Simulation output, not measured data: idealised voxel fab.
Process module in this document: voxel wiring stack
For reference, the cross-section in this document is cut, with width 265 nm and square cells of 5 nm.
We lay out every cross-section as a grid of square cells and spell it out in bands from the top down, where one band means one or more rows of cells. Basically the band line says how high the top is and how high the bottom is, in nm, and then what's in it from left to right, every material with its width in nm. Empty space shows up as "blank", and if a single material carries "full width" it runs the full band edge to edge. Below 0: as-received wafer, all one material; heights counted from there. Lowest band: no bottom, goes on down, written "0 and below". Quick explanation for "30..40": the width changes in equal steps down the rows of cells, from the first number in the band's top row to the second number in its bottom row. "remained the same", as given for a step, is the statement that not any cell of the cross-section underwent a change during that step. Under "Voids, fully enclosed" you'll find the enclosed gaps, the ones with no way out to the top, that are 8 cells or bigger; each reads width x height at distance, with distance counted from the left edge, everything in nm. That trailing text on a step's line, after the settings, is the simulator's own remark on the step. Each step line may optionally specify "overlay nm", which for a step with a mask gives the rightward distance between the mask's planned place and where it lay, a negative value indicating the leftward direction.
### The planned process steps are enumerated hereunder
1) RECEIVE | material Si
2) CONFORMAL_DEP | material SiO2 | thk nm 10
3) CONFORMAL_DEP | material SiCN | thk nm 5
4) DIRECTIONAL_DEP | material lowk | thk nm 20
5) DIRECTIONAL_DEP | material aC | thk nm 15
6) PATTERN | tone open | mask id METAL_1 | material resist | width nm 20 | pitch nm 45 | thk nm 35 | overlay nm 0
7) DIRECTIONAL_ETCH | etch materials aC | depth nm 15
8) STRIP | etch materials resist
9) DIRECTIONAL_ETCH | etch materials lowk | depth nm 20
10) DIRECTIONAL_ETCH | etch materials SiCN | depth nm 5
11) STRIP | etch materials aC
12) CONFORMAL_DEP | material TiN | thk nm 5
13) FILL_DEP | material Cu | thk nm 10
14) CMP | height nm 35
15) EPI | material Ru | thk nm 5
16) FILL_DEP | material SiCN | thk nm 5
17) DIRECTIONAL_DEP | material lowk | thk nm 10
18) MASKED_ETCH | tone open | mask id PLUG_1 | width nm 15 | pitch nm 45 | etch materials lowk | depth nm 10 | overlay nm 0
19) MASKED_ETCH | tone open | mask id PLUG_1 | width nm 15 | pitch nm 45 | etch materials SiCN | depth nm 5 | overlay nm 0
20) CONFORMAL_DEP | material TiN | thk nm 5
21) FILL_DEP | material Cu | thk nm 5
22) CMP | height nm 55
23) CONFORMAL_DEP | material SiCN | thk nm 5
24) DIRECTIONAL_DEP | material lowk | thk nm 25
25) MASKED_ETCH | tone open | mask id METAL_2 | width nm 20 | pitch nm 45 | etch materials lowk | depth nm 25 | overlay nm 0
26) MASKED_ETCH | tone open | mask id METAL_2 | width nm 20 | pitch nm 45 | etch materials SiCN | depth nm 5 | overlay nm 0
27) CONFORMAL_DEP | material TiN | thk nm 5
28) FILL_DEP | material Cu | thk nm 10
29) CMP | height nm 85
30) CONFORMAL_DEP | material SiCN | thk nm 5
31) DIRECTIONAL_DEP | material lowk | thk nm 10
32) PATTERN | tone open | mask id PLUG_2 | material resist | width nm 15 | pitch nm 45 | thk nm 20 | overlay nm 0
33) DIRECTIONAL_ETCH | etch materials lowk | depth nm 10
34) DIRECTIONAL_ETCH | etch materials SiCN | depth nm 5
35) STRIP | etch materials resist
36) CONFORMAL_DEP | material TiN | thk nm 5
37) FILL_DEP | material W | thk nm 10
38) CMP | height nm 100
39) DIRECTIONAL_DEP | material TiN | thk nm 5
40) DIRECTIONAL_DEP | material Ru | thk nm 20
41) MASKED_ETCH | tone cover | mask id METAL_3 | width nm 20 | pitch nm 45 | etch materials Ru | depth nm 20 | overlay nm 0
42) MASKED_ETCH | tone cover | mask id METAL_3 | width nm 20 | pitch nm 45 | etch materials TiN | depth nm 5 | overlay nm 0
43) CONFORMAL_DEP | material SiN | thk nm 5
44) FILL_DEP | material lowk | thk nm 5
45) CMP | height nm 125
46) CONFORMAL_DEP | material SiCN | thk nm 5
47) DIRECTIONAL_DEP | material lowk | thk nm 20
48) DIRECTIONAL_DEP | material aC | thk nm 15
49) PATTERN | tone open | mask id PLUG_3 | material resist | width nm 15 | thk nm 30 | overlay nm 0
50) DIRECTIONAL_ETCH | etch materials aC | depth nm 15
51) STRIP | etch materials resist
52) DIRECTIONAL_ETCH | etch materials lowk | depth nm 20
53) DIRECTIONAL_ETCH | etch materials SiCN | depth nm 5
54) STRIP | etch materials aC
55) CONFORMAL_DEP | material TiN | thk nm 5
56) FILL_DEP | material W | thk nm 10
57) CMP | height nm 150
58) CONFORMAL_DEP | material SiN | thk nm 5
59) DIRECTIONAL_DEP | material lowk | thk nm 15
60) PATTERN | tone open | mask id METAL_4 | material resist | width nm 20 | pitch nm 45 | thk nm 15 | overlay nm 0
61) DIRECTIONAL_ETCH | etch materials lowk | depth nm 15
62) DIRECTIONAL_ETCH | etch materials SiN | depth nm 5
63) STRIP | etch materials resist
64) CONFORMAL_DEP | material TiN | thk nm 5
65) FILL_DEP | material Cu | thk nm 10
66) CMP | height nm 170
67) CONFORMAL_DEP | material SiCN | thk nm 5
### As-received state of the wafer in cross-section, equivalent to post-step 1
0 and below  Si full width
Voids, fully enclosed: none
### Post-module cross-section: identical start and plan to those above, one misstep in execution
175 down to 170  SiCN full width
170 down to 155  lowk: 100; TiN: 5; Cu: 10; TiN: 5; lowk: 25; TiN: 5; Cu: 10; TiN: 5; lowk: 100
155 down to 150  SiN: 100; TiN: 20; SiN: 25; TiN: 20; SiN: 100
150 down to 130  lowk: 100; TiN: 5; W: 5; TiN: 5; lowk: 150
130 down to 125  SiCN: 100; TiN: 15; SiCN: 150
125 down to 105  lowk: 95; SiN: 5; Ru: 20; SiN: 5; lowk: 15; SiN: 5; Ru: 20; SiN: 5; lowk: 95
105 down to 100  SiN: 100; TiN: 20; SiN: 25; TiN: 20; SiN: 100
100 down to 90  lowk: 100; TiN: 5; W: 5; TiN: 5; lowk: 30; TiN: 5; W: 5; TiN: 5; lowk: 105
90 down to 85  SiCN: 100; TiN: 15; SiCN: 30; TiN: 15; SiCN: 105
85 down to 60  lowk: 100; TiN: 5; Cu: 10; TiN: 5; lowk: 25; TiN: 5; Cu: 10; TiN: 5; lowk: 100
60 down to 55  SiCN: 100; TiN: 20; SiCN: 25; TiN: 20; SiCN: 100
55 down to 50  Ru full width
50 down to 40  Cu full width
40 down to 35  TiN: 105; Cu: 10; TiN: 35; Cu: 10; TiN: 105
35 down to 15  lowk: 100; TiN: 5; Cu: 10; TiN: 5; lowk: 25; TiN: 5; Cu: 10; TiN: 5; lowk: 100
15 down to 10  SiCN: 100; TiN: 20; SiCN: 25; TiN: 20; SiCN: 100
10 down to 0  SiO2 full width
0 and below  Si full width
Voids, fully enclosed: none
The mistake made against the process plan was this: with respect to the plan, step 14 was omitted and not executed
